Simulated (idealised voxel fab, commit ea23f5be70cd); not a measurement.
Documented hereafter: the process module known as voxel local oxidation.
In the cross-section labelled cut, the width is 185 nm and each square cell is 5 nm.
A cross-section is a grid of square cells, given in bands from the top down. A band is one or more rows of cells.
Per band: top height and bottom height in nm, followed by the left-to-right materials and their widths in nm; "full width" marks a single material spanning edge to edge, "air" marks empty space.
Heights are expressed relative to 0, this being the level below which the as-received wafer comprises one material exclusively. The lowest band is unbounded in the downward direction and is denoted as in "0 -> down".
It should be noted that a width expressed as "30 to 40" varies in equal increments from row to row of cells within the band, taking the value of the first number at the top row and that of the second number at the bottom row.
"no change" -> step changed no cross-section cell.
Closed empty spaces (no open way to the top) of 8 cells or more are what "Encapsulated voids" lists, each as width x height at distance from the left edge, nm for all three.
What comes after the settings on a step's line is commentary from the simulator itself on that step.
"overlay nm" denotes, for a step that has a mask, the displacement of the mask to the right of its planned place, with negative values corresponding to the left.

[Set out below are the planned steps of the process]
- 1: RECEIVE, material Si
- 2: CONFORMAL_DEP, material SiO2, thk nm 5
- 3: CONFORMAL_DEP, material SiN, thk nm 10
- 4: MASKED_ETCH, tone cover, mask id ACTIVE, width nm 90, etch materials SiN, depth nm 10, overlay nm 0
- 5: SELECTIVE_ETCH, etch materials SiO2, depth nm 5
- 6: OXIDIZE, depth nm 10
- 7: STRIP, etch materials SiN

[Here's what the wafer looked like in cross-section when it arrived - that's after step 1]
	0 -> down | Si full width
	Encapsulated voids: none

[First of two wafers: cross-section at end of module, run per plan]
	5 -> 0 | 50 nm air; 80 nm SiO2; 55 nm air
	0 -> -10 | 60 nm SiO2; 60 nm Si; 65 nm SiO2
	-10 -> down | Si full width
	Encapsulated voids: none

[Wafer two, sectioned after the module: the first wafer's start, the first wafer's plan, and one mistake in how it was run]
	0 -> -10 | 60 nm air; 60 nm Si; 65 nm air
	-10 -> down | Si full width
	Encapsulated voids: none
It is concluded that the wafer was processed incorrectly with respect to the plan, in that step 7 ran with different settings than intended, the actual operation and settings being STRIP, etch materials SiO2
Per the end-of-run cell counts, the second wafer holds more or fewer of some materials than the first: -66 SiO2
